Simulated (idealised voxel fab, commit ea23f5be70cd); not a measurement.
Presented below is a process module, voxel transistor to metal.
FYI the section here is cut, 300 nm wide, cells are 5 nm squares.
Reading order for cross-sections: top band down to bottom band. Underlying form: a grid of square cells. Band size: one or more rows of cells. It is stipulated that each band's entry specify, in nanometres, the height of the top of the band and then that of its bottom, followed by the materials of the band in left-to-right sequence, each together with its width in nanometres. A single material marked by the word "everywhere" is understood to fill the band from edge to edge; the word "empty" is understood to denote empty space. Ref level 0: as-received wafer is one material below here. Bottom band extends down with no lower bound ("0 down"). A two-number width, for instance "30 to 40", indicates that the width is equal to the first number in the top row of the band and to the second number in the bottom row, and that it changes by a constant amount per row of cells. Given "no modification" for a step, no cell of the cross-section differs between before and after that step. "Cavities, sealed" contains a list of empty spaces, each no smaller than 8 cells and without an open way to the top, written in the form width x height at distance with the distance from the left edge and all three in nm. It should be noted that, on the line of a given step, the content following the step's settings is a remark produced by the simulator itself with respect to that step. overlay nm: right-of-plan distance of the mask on a masked step; negative values mean left-of-plan. Note on reading: below, each pair holds a cross-section from before one process step and one from after it; the one from after shows only down to the lowest band that changed. Beneath the pair, the step in between is stated along with its settings. The pairs can stem from different runs of this module on the same starting wafer. Where a pair's entry headed "Status quo ante" says so, and only there, that pair continues from the pair above it.

-- Status quo ante
	50 to 35: SiO2 40, then empty 30, then SiO2 30, then empty 30, then SiO2 35, then empty 30, then SiO2 30, then empty 30, then SiO2 45
	35 to 30: SiO2 40, then empty 25, then SiN 5, then SiO2 5, then SiCN 20, then SiO2 5, then SiN 5, then empty 25, then SiO2 35, then empty 25, then SiN 5, then SiO2 5, then SiCN 20, then SiO2 5, then SiN 5, then empty 25, then SiO2 45
	30 to 10: SiO2 40, then empty 25, then SiN 5, then SiO2 5, then polySi 20, then SiO2 5, then SiN 5, then empty 25, then SiO2 35, then empty 25, then SiN 5, then SiO2 5, then polySi 20, then SiO2 5, then SiN 5, then empty 25, then SiO2 45
	10 to 0: SiO2 40, then empty 10, then pSi 15, then SiN 5, then SiO2 5, then polySi 20, then SiO2 5, then SiN 5, then pSi 15, then empty 10, then SiO2 35, then empty 10, then pSi 15, then SiN 5, then SiO2 5, then polySi 20, then SiO2 5, then SiN 5, then pSi 15, then empty 10, then SiO2 45
	0 to -5: SiO2 30, then pSi 35, then SiO2 40, then pSi 35, then SiO2 15, then pSi 35, then SiO2 40, then pSi 35, then SiO2 35
	-5 to -15: SiO2 35, then pSi 30, then Si 40, then pSi 30, then SiO2 25, then pSi 30, then Si 40, then pSi 30, then SiO2 40
	-15 to -20: SiO2 35, then Si 100, then SiO2 25, then Si 100, then SiO2 40
	-20 down: Si everywhere
	Cavities, sealed: none

-- Step Outcome
	55 to 50: TiN 45, then empty 20, then TiN 40, then empty 20, then TiN 45, then empty 20, then TiN 40, then empty 20, then TiN 50
	50 to 40: SiO2 40, then TiN 5, then empty 20, then TiN 5, then SiO2 30, then TiN 5, then empty 20, then TiN 5, then SiO2 35, then TiN 5, then empty 20, then TiN 5, then SiO2 30, then TiN 5, then empty 20, then TiN 5, then SiO2 45
	40 to 35: SiO2 40, then TiN 5, then empty 15, then TiN 10, then SiO2 30, then TiN 10, then empty 15, then TiN 5, then SiO2 35, then TiN 5, then empty 15, then TiN 10, then SiO2 30, then TiN 10, then empty 15, then TiN 5, then SiO2 45
	35 to 30: SiO2 40, then TiN 5, then empty 15, then TiN 5, then SiN 5, then SiO2 5, then SiCN 20, then SiO2 5, then SiN 5, then TiN 5, then empty 15, then TiN 5, then SiO2 35, then TiN 5, then empty 15, then TiN 5, then SiN 5, then SiO2 5, then SiCN 20, then SiO2 5, then SiN 5, then TiN 5, then empty 15, then TiN 5, then SiO2 45
	30 to 15: SiO2 40, then TiN 5, then empty 15, then TiN 5, then SiN 5, then SiO2 5, then polySi 20, then SiO2 5, then SiN 5, then TiN 5, then empty 15, then TiN 5, then SiO2 35, then TiN 5, then empty 15, then TiN 5, then SiN 5, then SiO2 5, then polySi 20, then SiO2 5, then SiN 5, then TiN 5, then empty 15, then TiN 5, then SiO2 45
	15 to 10: SiO2 40, then TiN 25, then SiN 5, then SiO2 5, then polySi 20, then SiO2 5, then SiN 5, then TiN 25, then SiO2 35, then TiN 25, then SiN 5, then SiO2 5, then polySi 20, then SiO2 5, then SiN 5, then TiN 25, then SiO2 45
	10 to 0: SiO2 40, then TiN 10, then pSi 15, then SiN 5, then SiO2 5, then polySi 20, then SiO2 5, then SiN 5, then pSi 15, then TiN 10, then SiO2 35, then TiN 10, then pSi 15, then SiN 5, then SiO2 5, then polySi 20, then SiO2 5, then SiN 5, then pSi 15, then TiN 10, then SiO2 45
	Below 0, no change.
	Cavities, sealed: none
What was done to get from the upper cross-section to the lower one? CONFORMAL_DEP,material TiN,thk nm 5

Status quo ante: unchanged from the after cross-section in the pair immediately above; refer to that figure.

-- Step Outcome
	60 to 55: Ru everywhere
	55 to 50: TiN 45, then Ru 20, then TiN 40, then Ru 20, then TiN 45, then Ru 20, then TiN 40, then Ru 20, then TiN 50
	50 to 40: SiO2 40, then TiN 5, then Ru 20, then TiN 5, then SiO2 30, then TiN 5, then Ru 20, then TiN 5, then SiO2 35, then TiN 5, then Ru 20, then TiN 5, then SiO2 30, then TiN 5, then Ru 20, then TiN 5, then SiO2 45
	40 to 35: SiO2 40, then TiN 5, then Ru 15, then TiN 10, then SiO2 30, then TiN 10, then Ru 15, then TiN 5, then SiO2 35, then TiN 5, then Ru 15, then TiN 10, then SiO2 30, then TiN 10, then Ru 15, then TiN 5, then SiO2 45
	35 to 30: SiO2 40, then TiN 5, then Ru 15, then TiN 5, then SiN 5, then SiO2 5, then SiCN 20, then SiO2 5, then SiN 5, then TiN 5, then Ru 15, then TiN 5, then SiO2 35, then TiN 5, then Ru 15, then TiN 5, then SiN 5, then SiO2 5, then SiCN 20, then SiO2 5, then SiN 5, then TiN 5, then Ru 15, then TiN 5, then SiO2 45
	30 to 15: SiO2 40, then TiN 5, then Ru 15, then TiN 5, then SiN 5, then SiO2 5, then polySi 20, then SiO2 5, then SiN 5, then TiN 5, then Ru 15, then TiN 5, then SiO2 35, then TiN 5, then Ru 15, then TiN 5, then SiN 5, then SiO2 5, then polySi 20, then SiO2 5, then SiN 5, then TiN 5, then Ru 15, then TiN 5, then SiO2 45
	Below 15, no change.
	Cavities, sealed: none
What was done to get from the upper cross-section to the lower one? FILL_DEP,material Ru,thk nm 5

Status quo ante: unchanged from the after cross-section in the pair immediately above; refer to that figure.

-- Step Outcome
	50 to 40: SiO2 40, then TiN 5, then Ru 20, then TiN 5, then SiO2 30, then TiN 5, then Ru 20, then TiN 5, then SiO2 35, then TiN 5, then Ru 20, then TiN 5, then SiO2 30, then TiN 5, then Ru 20, then TiN 5, then SiO2 45
	Below 40, no change.
	Cavities, sealed: none
What was done to get from the upper cross-section to the lower one? CMP,height nm 50

Status quo ante: unchanged from the after cross-section in the pair immediately above; refer to that figure.

-- Step Outcome
	55 to 50: TiN everywhere
	Below 50, no change.
	Cavities, sealed: none
What was done to get from the upper cross-section to the lower one? DIRECTIONAL_DEP,material TiN,thk nm 5

Status quo ante: unchanged from the after cross-section in the pair immediately above; refer to that figure.

-- Step Outcome
	80 to 55: W everywhere
	Below 55, no change.
	Cavities, sealed: none
What was done to get from the upper cross-section to the lower one? DIRECTIONAL_DEP,material W,thk nm 25

Status quo ante: unchanged from the after cross-section in the pair immediately above; refer to that figure.

-- Step Outcome
	90 to 80: aC everywhere
	Below 80, no change.
	Cavities, sealed: none
What was done to get from the upper cross-section to the lower one? DIRECTIONAL_DEP,material aC,thk nm 10

Status quo ante: unchanged from the after cross-section in the pair immediately above; refer to that figure.

-- Step Outcome
	120 to 90: empty 40, then resist 15, then empty 60, then resist 15, then empty 35, then resist 15, then empty 60, then resist 15, then empty 45
	Below 90, no change.
	Cavities, sealed: none
What was done to get from the upper cross-section to the lower one? PATTERN,tone cover,mask id METAL_1,material resist,width nm 15,thk nm 30,overlay nm 0

Status quo ante: unchanged from the after cross-section in the pair immediately above; refer to that figure.

-- Step Outcome
	110 to 90: empty 40, then resist 15, then empty 60, then resist 15, then empty 35, then resist 15, then empty 60, then resist 15, then empty 45
	90 to 80: empty 40, then aC 15, then empty 60, then aC 15, then empty 35, then aC 15, then empty 60, then aC 15, then empty 45
	Below 80, no change.
	Cavities, sealed: none
What was done to get from the upper cross-section to the lower one? DIRECTIONAL_ETCH,etch materials aC,depth nm 10

Status quo ante: unchanged from the after cross-section in the pair immediately above; refer to that figure.

-- Step Outcome
	90 to 80: empty 40, then aC 15, then empty 60, then aC 15, then empty 35, then aC 15, then empty 60, then aC 15, then empty 45
	Below 80, no change.
	Cavities, sealed: none
What was done to get from the upper cross-section to the lower one? STRIP,etch materials resist

Status quo ante: unchanged from the after cross-section in the pair immediately above; refer to that figure.

-- Step Outcome
	90 to 80: empty 40, then aC 15, then empty 60, then aC 15, then empty 35, then aC 15, then empty 60, then aC 15, then empty 45
	80 to 55: empty 40, then W 15, then empty 60, then W 15, then empty 35, then W 15, then empty 60, then W 15, then empty 45
	Below 55, no change.
	Cavities, sealed: none
What was done to get from the upper cross-section to the lower one? DIRECTIONAL_ETCH,etch materials W,depth nm 25

Status quo ante: unchanged from the after cross-section in the pair immediately above; refer to that figure.

-- Step Outcome
	90 to 80: empty 40, then aC 15, then empty 60, then aC 15, then empty 35, then aC 15, then empty 60, then aC 15, then empty 45
	80 to 55: empty 40, then W 15, then empty 60, then W 15, then empty 35, then W 15, then empty 60, then W 15, then empty 45
	55 to 50: empty 40, then TiN 15, then empty 60, then TiN 15, then empty 35, then TiN 15, then empty 60, then TiN 15, then empty 45
	Below 50, no change.
	Cavities, sealed: none
What was done to get from the upper cross-section to the lower one? DIRECTIONAL_ETCH,etch materials TiN,depth nm 5

Status quo ante: unchanged from the after cross-section in the pair immediately above; refer to that figure.

-- Step Outcome
	80 to 55: empty 40, then W 15, then empty 60, then W 15, then empty 35, then W 15, then empty 60, then W 15, then empty 45
	Below 55, no change.
	Cavities, sealed: none
What was done to get from the upper cross-section to the lower one? STRIP,etch materials aC

Status quo ante: unchanged from the after cross-section in the pair immediately above; refer to that figure.

-- Step Outcome
	85 to 80: empty 35, then SiCN 25, then empty 50, then SiCN 25, then empty 25, then SiCN 25, then empty 50, then SiCN 25, then empty 40
	80 to 55: empty 35, then SiCN 5, then W 15, then SiCN 5, then empty 50, then SiCN 5, then W 15, then SiCN 5, then empty 25, then SiCN 5, then W 15, then SiCN 5, then empty 50, then SiCN 5, then W 15, then SiCN 5, then empty 40
	55 to 50: SiCN 40, then TiN 15, then SiCN 60, then TiN 15, then SiCN 35, then TiN 15, then SiCN 60, then TiN 15, then SiCN 45
	Below 50, no change.
	Cavities, sealed: none
What was done to get from the upper cross-section to the lower one? CONFORMAL_DEP,material SiCN,thk nm 5

Status quo ante: unchanged from the after cross-section in the pair immediately above; refer to that figure.

-- Step Outcome
	95 to 85: SiO2 everywhere
	85 to 80: SiO2 35, then SiCN 25, then SiO2 50, then SiCN 25, then SiO2 25, then SiCN 25, then SiO2 50, then SiCN 25, then SiO2 40
	80 to 55: SiO2 35, then SiCN 5, then W 15, then SiCN 5, then SiO2 50, then SiCN 5, then W 15, then SiCN 5, then SiO2 25, then SiCN 5, then W 15, then SiCN 5, then SiO2 50, then SiCN 5, then W 15, then SiCN 5, then SiO2 40
	Below 55, no change.
	Cavities, sealed: none
What was done to get from the upper cross-section to the lower one? FILL_DEP,material SiO2,thk nm 10

Status quo ante: unchanged from the after cross-section in the pair immediately above; refer to that figure.

-- Step Outcome
	80 to 55: SiO2 35, then SiCN 5, then W 15, then SiCN 5, then SiO2 50, then SiCN 5, then W 15, then SiCN 5, then SiO2 25, then SiCN 5, then W 15, then SiCN 5, then SiO2 50, then SiCN 5, then W 15, then SiCN 5, then SiO2 40
	Below 55, no change.
	Cavities, sealed: none
What was done to get from the upper cross-section to the lower one? CMP,height nm 80

Status quo ante: unchanged from the after cross-section in the pair immediately above; refer to that figure.

-- Step Outcome
	85 to 80: SiCN everywhere
	Below 80, no change.
	Cavities, sealed: none
What was done to get from the upper cross-section to the lower one? CONFORMAL_DEP,material SiCN,thk nm 5

-- Status quo ante
	50 to 40: SiO2 everywhere
	40 to 30: SiO2 65, then SiN 5, then SiO2 5, then SiCN 20, then SiO2 5, then SiN 5, then SiO2 85, then SiN 5, then SiO2 5, then SiCN 20, then SiO2 5, then SiN 5, then SiO2 70
	30 to 10: SiO2 65, then SiN 5, then SiO2 5, then polySi 20, then SiO2 5, then SiN 5, then SiO2 85, then SiN 5, then SiO2 5, then polySi 20, then SiO2 5, then SiN 5, then SiO2 70
	10 to 0: SiO2 50, then pSi 15, then SiN 5, then SiO2 5, then polySi 20, then SiO2 5, then SiN 5, then pSi 15, then SiO2 55, then pSi 15, then SiN 5, then SiO2 5, then polySi 20, then SiO2 5, then SiN 5, then pSi 15, then SiO2 55
	0 to -5: SiO2 30, then pSi 35, then SiO2 40, then pSi 35, then SiO2 15, then pSi 35, then SiO2 40, then pSi 35, then SiO2 35
	-5 to -15: SiO2 35, then pSi 30, then Si 40, then pSi 30, then SiO2 25, then pSi 30, then Si 40, then pSi 30, then SiO2 40
	-15 to -20: SiO2 35, then Si 100, then SiO2 25, then Si 100, then SiO2 40
	-20 down: Si everywhere
	Cavities, sealed: none

-- Step Outcome
	70 to 50: resist 45, then empty 25, then resist 35, then empty 25, then resist 40, then empty 25, then resist 35, then empty 25, then resist 45
	Below 50, no change.
	Cavities, sealed: none
What was done to get from the upper cross-section to the lower one? PATTERN,tone open,mask id CONTACT,material resist,width nm 25,thk nm 20,overlay nm 0

Status quo ante: unchanged from the after cross-section in the pair immediately above; refer to that figure.

-- Step Outcome
	70 to 50: resist 45, then empty 25, then resist 35, then empty 25, then resist 40, then empty 25, then resist 35, then empty 25, then resist 45
	50 to 40: SiO2 45, then empty 25, then SiO2 35, then empty 25, then SiO2 40, then empty 25, then SiO2 35, then empty 25, then SiO2 45
	40 to 30: SiO2 45, then empty 20, then SiN 5, then SiO2 5, then SiCN 20, then SiO2 5, then SiN 5, then empty 25, then SiO2 40, then empty 20, then SiN 5, then SiO2 5, then SiCN 20, then SiO2 5, then SiN 5, then empty 25, then SiO2 45
	30 to 10: SiO2 45, then empty 20, then SiN 5, then SiO2 5, then polySi 20, then SiO2 5, then SiN 5, then empty 25, then SiO2 40, then empty 20, then SiN 5, then SiO2 5, then polySi 20, then SiO2 5, then SiN 5, then empty 25, then SiO2 45
	10 to 0: SiO2 45, then empty 5, then pSi 15, then SiN 5, then SiO2 5, then polySi 20, then SiO2 5, then SiN 5, then pSi 15, then empty 10, then SiO2 40, then empty 5, then pSi 15, then SiN 5, then SiO2 5, then polySi 20, then SiO2 5, then SiN 5, then pSi 15, then empty 10, then SiO2 45
	Below 0, no change.
	Cavities, sealed: none
What was done to get from the upper cross-section to the lower one? DIRECTIONAL_ETCH,etch materials SiO2,depth nm 50

Status quo ante: unchanged from the after cross-section in the pair immediately above; refer to that figure.

-- Step Outcome
	50 to 40: SiO2 45, then empty 25, then SiO2 35, then empty 25, then SiO2 40, then empty 25, then SiO2 35, then empty 25, then SiO2 45
	Below 40, no change.
	Cavities, sealed: none
What was done to get from the upper cross-section to the lower one? STRIP,etch materials resist

Status quo ante: unchanged from the after cross-section in the pair immediately above; refer to that figure.

-- Step Outcome
	55 to 50: TiN 50, then empty 15, then TiN 45, then empty 15, then TiN 50, then empty 15, then TiN 45, then empty 15, then TiN 50
	50 to 40: SiO2 45, then TiN 5, then empty 15 to 10, then TiN 5 to 10, then SiO2 35, then TiN 5, then empty 15, then TiN 5, then SiO2 40, then TiN 5, then empty 15 to 10, then TiN 5 to 10, then SiO2 35, then TiN 5, then empty 15, then TiN 5, then SiO2 45
	40 to 30: SiO2 45, then TiN 5, then empty 10, then TiN 5, then SiN 5, then SiO2 5, then SiCN 20, then SiO2 5, then SiN 5, then TiN 5, then empty 15, then TiN 5, then SiO2 40, then TiN 5, then empty 10, then TiN 5, then SiN 5, then SiO2 5, then SiCN 20, then SiO2 5, then SiN 5, then TiN 5, then empty 15, then TiN 5, then SiO2 45
	30 to 15: SiO2 45, then TiN 5, then empty 10, then TiN 5, then SiN 5, then SiO2 5, then polySi 20, then SiO2 5, then SiN 5, then TiN 5, then empty 15, then TiN 5, then SiO2 40, then TiN 5, then empty 10, then TiN 5, then SiN 5, then SiO2 5, then polySi 20, then SiO2 5, then SiN 5, then TiN 5, then empty 15, then TiN 5, then SiO2 45
	15 to 10: SiO2 45, then TiN 20, then SiN 5, then SiO2 5, then polySi 20, then SiO2 5, then SiN 5, then TiN 25, then SiO2 40, then TiN 20, then SiN 5, then SiO2 5, then polySi 20, then SiO2 5, then SiN 5, then TiN 25, then SiO2 45
	10 to 0: SiO2 45, then TiN 5, then pSi 15, then SiN 5, then SiO2 5, then polySi 20, then SiO2 5, then SiN 5, then pSi 15, then TiN 10, then SiO2 40, then TiN 5, then pSi 15, then SiN 5, then SiO2 5, then polySi 20, then SiO2 5, then SiN 5, then pSi 15, then TiN 10, then SiO2 45
	Below 0, no change.
	Cavities, sealed: none
What was done to get from the upper cross-section to the lower one? CONFORMAL_DEP,material TiN,thk nm 5

Status quo ante: unchanged from the after cross-section in the pair immediately above; refer to that figure.

-- Step Outcome
	60 to 55: Ru everywhere
	55 to 50: TiN 50, then Ru 15, then TiN 45, then Ru 15, then TiN 50, then Ru 15, then TiN 45, then Ru 15, then TiN 50
	50 to 40: SiO2 45, then TiN 5, then Ru 15 to 10, then TiN 5 to 10, then SiO2 35, then TiN 5, then Ru 15, then TiN 5, then SiO2 40, then TiN 5, then Ru 15 to 10, then TiN 5 to 10, then SiO2 35, then TiN 5, then Ru 15, then TiN 5, then SiO2 45
	40 to 30: SiO2 45, then TiN 5, then Ru 10, then TiN 5, then SiN 5, then SiO2 5, then SiCN 20, then SiO2 5, then SiN 5, then TiN 5, then Ru 15, then TiN 5, then SiO2 40, then TiN 5, then Ru 10, then TiN 5, then SiN 5, then SiO2 5, then SiCN 20, then SiO2 5, then SiN 5, then TiN 5, then Ru 15, then TiN 5, then SiO2 45
	30 to 15: SiO2 45, then TiN 5, then Ru 10, then TiN 5, then SiN 5, then SiO2 5, then polySi 20, then SiO2 5, then SiN 5, then TiN 5, then Ru 15, then TiN 5, then SiO2 40, then TiN 5, then Ru 10, then TiN 5, then SiN 5, then SiO2 5, then polySi 20, then SiO2 5, then SiN 5, then TiN 5, then Ru 15, then TiN 5, then SiO2 45
	Below 15, no change.
	Cavities, sealed: none
What was done to get from the upper cross-section to the lower one? FILL_DEP,material Ru,thk nm 5

Status quo ante: unchanged from the after cross-section in the pair immediately above; refer to that figure.

-- Step Outcome
	50 to 40: SiO2 45, then TiN 5, then Ru 15 to 10, then TiN 5 to 10, then SiO2 35, then TiN 5, then Ru 15, then TiN 5, then SiO2 40, then TiN 5, then Ru 15 to 10, then TiN 5 to 10, then SiO2 35, then TiN 5, then Ru 15, then TiN 5, then SiO2 45
	Below 40, no change.
	Cavities, sealed: none
What was done to get from the upper cross-section to the lower one? CMP,height nm 50

Status quo ante: unchanged from the after cross-section in the pair immediately above; refer to that figure.

-- Step Outcome
	55 to 50: TiN everywhere
	Below 50, no change.
	Cavities, sealed: none
What was done to get from the upper cross-section to the lower one? DIRECTIONAL_DEP,material TiN,thk nm 5

Status quo ante: unchanged from the after cross-section in the pair immediately above; refer to that figure.

-- Step Outcome
	80 to 55: W everywhere
	Below 55, no change.
	Cavities, sealed: none
What was done to get from the upper cross-section to the lower one? DIRECTIONAL_DEP,material W,thk nm 25

Status quo ante: unchanged from the after cross-section in the pair immediately above; refer to that figure.

-- Step Outcome
	90 to 80: aC everywhere
	Below 80, no change.
	Cavities, sealed: none
What was done to get from the upper cross-section to the lower one? DIRECTIONAL_DEP,material aC,thk nm 10

Status quo ante: unchanged from the after cross-section in the pair immediately above; refer to that figure.

-- Step Outcome
	120 to 90: empty 40, then resist 15, then empty 60, then resist 15, then empty 35, then resist 15, then empty 60, then resist 15, then empty 45
	Below 90, no change.
	Cavities, sealed: none
What was done to get from the upper cross-section to the lower one? PATTERN,tone cover,mask id METAL_1,material resist,width nm 15,thk nm 30,overlay nm 0

Status quo ante: unchanged from the after cross-section in the pair immediately above; refer to that figure.

-- Step Outcome
	110 to 90: empty 40, then resist 15, then empty 60, then resist 15, then empty 35, then resist 15, then empty 60, then resist 15, then empty 45
	90 to 80: empty 40, then aC 15, then empty 60, then aC 15, then empty 35, then aC 15, then empty 60, then aC 15, then empty 45
	Below 80, no change.
	Cavities, sealed: none
What was done to get from the upper cross-section to the lower one? DIRECTIONAL_ETCH,etch materials aC,depth nm 10

Status quo ante: unchanged from the after cross-section in the pair immediately above; refer to that figure.

-- Step Outcome
	90 to 80: empty 40, then aC 15, then empty 60, then aC 15, then empty 35, then aC 15, then empty 60, then aC 15, then empty 45
	Below 80, no change.
	Cavities, sealed: none
What was done to get from the upper cross-section to the lower one? STRIP,etch materials resist

Status quo ante: unchanged from the after cross-section in the pair immediately above; refer to that figure.

-- Step Outcome
	90 to 80: empty 40, then aC 15, then empty 60, then aC 15, then empty 35, then aC 15, then empty 60, then aC 15, then empty 45
	80 to 55: empty 40, then W 15, then empty 60, then W 15, then empty 35, then W 15, then empty 60, then W 15, then empty 45
	Below 55, no change.
	Cavities, sealed: none
What was done to get from the upper cross-section to the lower one? DIRECTIONAL_ETCH,etch materials W,depth nm 25

Status quo ante: unchanged from the after cross-section in the pair immediately above; refer to that figure.

-- Step Outcome
	90 to 80: empty 40, then aC 15, then empty 60, then aC 15, then empty 35, then aC 15, then empty 60, then aC 15, then empty 45
	80 to 55: empty 40, then W 15, then empty 60, then W 15, then empty 35, then W 15, then empty 60, then W 15, then empty 45
	55 to 50: empty 40, then TiN 15, then empty 60, then TiN 15, then empty 35, then TiN 15, then empty 60, then TiN 15, then empty 45
	Below 50, no change.
	Cavities, sealed: none
What was done to get from the upper cross-section to the lower one? DIRECTIONAL_ETCH,etch materials TiN,depth nm 5

Status quo ante: unchanged from the after cross-section in the pair immediately above; refer to that figure.

-- Step Outcome
	80 to 55: empty 40, then W 15, then empty 60, then W 15, then empty 35, then W 15, then empty 60, then W 15, then empty 45
	Below 55, no change.
	Cavities, sealed: none
What was done to get from the upper cross-section to the lower one? STRIP,etch materials aC

Status quo ante: unchanged from the after cross-section in the pair immediately above; refer to that figure.

-- Step Outcome
	85 to 80: empty 35, then SiCN 25, then empty 50, then SiCN 25, then empty 25, then SiCN 25, then empty 50, then SiCN 25, then empty 40
	80 to 55: empty 35, then SiCN 5, then W 15, then SiCN 5, then empty 50, then SiCN 5, then W 15, then SiCN 5, then empty 25, then SiCN 5, then W 15, then SiCN 5, then empty 50, then SiCN 5, then W 15, then SiCN 5, then empty 40
	55 to 50: SiCN 40, then TiN 15, then SiCN 60, then TiN 15, then SiCN 35, then TiN 15, then SiCN 60, then TiN 15, then SiCN 45
	Below 50, no change.
	Cavities, sealed: none
What was done to get from the upper cross-section to the lower one? CONFORMAL_DEP,material SiCN,thk nm 5

Status quo ante: unchanged from the after cross-section in the pair immediately above; refer to that figure.

-- Step Outcome
	95 to 85: SiO2 everywhere
	85 to 80: SiO2 35, then SiCN 25, then SiO2 50, then SiCN 25, then SiO2 25, then SiCN 25, then SiO2 50, then SiCN 25, then SiO2 40
	80 to 55: SiO2 35, then SiCN 5, then W 15, then SiCN 5, then SiO2 50, then SiCN 5, then W 15, then SiCN 5, then SiO2 25, then SiCN 5, then W 15, then SiCN 5, then SiO2 50, then SiCN 5, then W 15, then SiCN 5, then SiO2 40
	Below 55, no change.
	Cavities, sealed: none
What was done to get from the upper cross-section to the lower one? FILL_DEP,material SiO2,thk nm 10

Status quo ante: unchanged from the after cross-section in the pair immediately above; refer to that figure.

-- Step Outcome
	80 to 55: SiO2 35, then SiCN 5, then W 15, then SiCN 5, then SiO2 50, then SiCN 5, then W 15, then SiCN 5, then SiO2 25, then SiCN 5, then W 15, then SiCN 5, then SiO2 50, then SiCN 5, then W 15, then SiCN 5, then SiO2 40
	Below 55, no change.
	Cavities, sealed: none
What was done to get from the upper cross-section to the lower one? CMP,height nm 80

Status quo ante: unchanged from the after cross-section in the pair immediately above; refer to that figure.

-- Step Outcome
	85 to 80: SiCN everywhere
	Below 80, no change.
	Cavities, sealed: none
What was done to get from the upper cross-section to the lower one? CONFORMAL_DEP,material SiCN,thk nm 5

-- Status quo ante
	90 to 80: aC everywhere
	80 to 55: W everywhere
	55 to 50: TiN everywhere
	50 to 40: SiO2 40, then TiN 5, then Ru 20 to 15, then TiN 5 to 10, then SiO2 30, then TiN 5 to 10, then Ru 20 to 15, then TiN 5, then SiO2 35, then TiN 5, then Ru 20 to 15, then TiN 5 to 10, then SiO2 30, then TiN 5 to 10, then Ru 20 to 15, then TiN 5, then SiO2 45
	40 to 30: SiO2 40, then TiN 5, then Ru 15, then TiN 5, then SiN 5, then SiO2 5, then SiCN 20, then SiO2 5, then SiN 5, then TiN 5, then Ru 15, then TiN 5, then SiO2 35, then TiN 5, then Ru 15, then TiN 5, then SiN 5, then SiO2 5, then SiCN 20, then SiO2 5, then SiN 5, then TiN 5, then Ru 15, then TiN 5, then SiO2 45
	30 to 15: SiO2 40, then TiN 5, then Ru 15, then TiN 5, then SiN 5, then SiO2 5, then polySi 20, then SiO2 5, then SiN 5, then TiN 5, then Ru 15, then TiN 5, then SiO2 35, then TiN 5, then Ru 15, then TiN 5, then SiN 5, then SiO2 5, then polySi 20, then SiO2 5, then SiN 5, then TiN 5, then Ru 15, then TiN 5, then SiO2 45
	15 to 10: SiO2 40, then TiN 25, then SiN 5, then SiO2 5, then polySi 20, then SiO2 5, then SiN 5, then TiN 25, then SiO2 35, then TiN 25, then SiN 5, then SiO2 5, then polySi 20, then SiO2 5, then SiN 5, then TiN 25, then SiO2 45
	10 to 0: SiO2 40, then TiN 10, then pSi 15, then SiN 5, then SiO2 5, then polySi 20, then SiO2 5, then SiN 5, then pSi 15, then TiN 10, then SiO2 35, then TiN 10, then pSi 15, then SiN 5, then SiO2 5, then polySi 20, then SiO2 5, then SiN 5, then pSi 15, then TiN 10, then SiO2 45
	0 to -5: SiO2 30, then pSi 35, then SiO2 40, then pSi 35, then SiO2 15, then pSi 35, then SiO2 40, then pSi 35, then SiO2 35
	-5 to -15: SiO2 35, then pSi 30, then Si 40, then pSi 30, then SiO2 25, then pSi 30, then Si 40, then pSi 30, then SiO2 40
	-15 to -20: SiO2 35, then Si 100, then SiO2 25, then Si 100, then SiO2 40
	-20 down: Si everywhere
	Cavities, sealed: none

-- Step Outcome
	120 to 90: empty 30, then resist 15, then empty 60, then resist 15, then empty 35, then resist 15, then empty 60, then resist 15, then empty 55
	Below 90, no change.
	Cavities, sealed: none
What was done to get from the upper cross-section to the lower one? PATTERN,tone cover,mask id METAL_1,material resist,width nm 15,thk nm 30,overlay nm -10

Status quo ante: unchanged from the after cross-section in the pair immediately above; refer to that figure.

-- Step Outcome
	110 to 90: empty 30, then resist 15, then empty 60, then resist 15, then empty 35, then resist 15, then empty 60, then resist 15, then empty 55
	90 to 80: empty 30, then aC 15, then empty 60, then aC 15, then empty 35, then aC 15, then empty 60, then aC 15, then empty 55
	Below 80, no change.
	Cavities, sealed: none
What was done to get from the upper cross-section to the lower one? DIRECTIONAL_ETCH,etch materials aC,depth nm 10

Status quo ante: unchanged from the after cross-section in the pair immediately above; refer to that figure.

-- Step Outcome
	90 to 80: empty 30, then aC 15, then empty 60, then aC 15, then empty 35, then aC 15, then empty 60, then aC 15, then empty 55
	Below 80, no change.
	Cavities, sealed: none
What was done to get from the upper cross-section to the lower one? STRIP,etch materials resist

Status quo ante: unchanged from the after cross-section in the pair immediately above; refer to that figure.

-- Step Outcome
	90 to 80: empty 30, then aC 15, then empty 60, then aC 15, then empty 35, then aC 15, then empty 60, then aC 15, then empty 55
	80 to 55: empty 30, then W 15, then empty 60, then W 15, then empty 35, then W 15, then empty 60, then W 15, then empty 55
	Below 55, no change.
	Cavities, sealed: none
What was done to get from the upper cross-section to the lower one? DIRECTIONAL_ETCH,etch materials W,depth nm 25

Status quo ante: unchanged from the after cross-section in the pair immediately above; refer to that figure.

-- Step Outcome
	90 to 80: empty 30, then aC 15, then empty 60, then aC 15, then empty 35, then aC 15, then empty 60, then aC 15, then empty 55
	80 to 55: empty 30, then W 15, then empty 60, then W 15, then empty 35, then W 15, then empty 60, then W 15, then empty 55
	55 to 50: empty 30, then TiN 15, then empty 60, then TiN 15, then empty 35, then TiN 15, then empty 60, then TiN 15, then empty 55
	Below 50, no change.
	Cavities, sealed: none
What was done to get from the upper cross-section to the lower one? DIRECTIONAL_ETCH,etch materials TiN,depth nm 5

Status quo ante: unchanged from the after cross-section in the pair immediately above; refer to that figure.

-- Step Outcome
	80 to 55: empty 30, then W 15, then empty 60, then W 15, then empty 35, then W 15, then empty 60, then W 15, then empty 55
	Below 55, no change.
	Cavities, sealed: none
What was done to get from the upper cross-section to the lower one? STRIP,etch materials aC

Status quo ante: unchanged from the after cross-section in the pair immediately above; refer to that figure.

-- Step Outcome
	85 to 80: empty 25, then SiCN 25, then empty 50, then SiCN 25, then empty 25, then SiCN 25, then empty 50, then SiCN 25, then empty 50
	80 to 55: empty 25, then SiCN 5, then W 15, then SiCN 5, then empty 50, then SiCN 5, then W 15, then SiCN 5, then empty 25, then SiCN 5, then W 15, then SiCN 5, then empty 50, then SiCN 5, then W 15, then SiCN 5, then empty 50
	55 to 50: SiCN 30, then TiN 15, then SiCN 60, then TiN 15, then SiCN 35, then TiN 15, then SiCN 60, then TiN 15, then SiCN 55
	Below 50, no change.
	Cavities, sealed: none
What was done to get from the upper cross-section to the lower one? CONFORMAL_DEP,material SiCN,thk nm 5
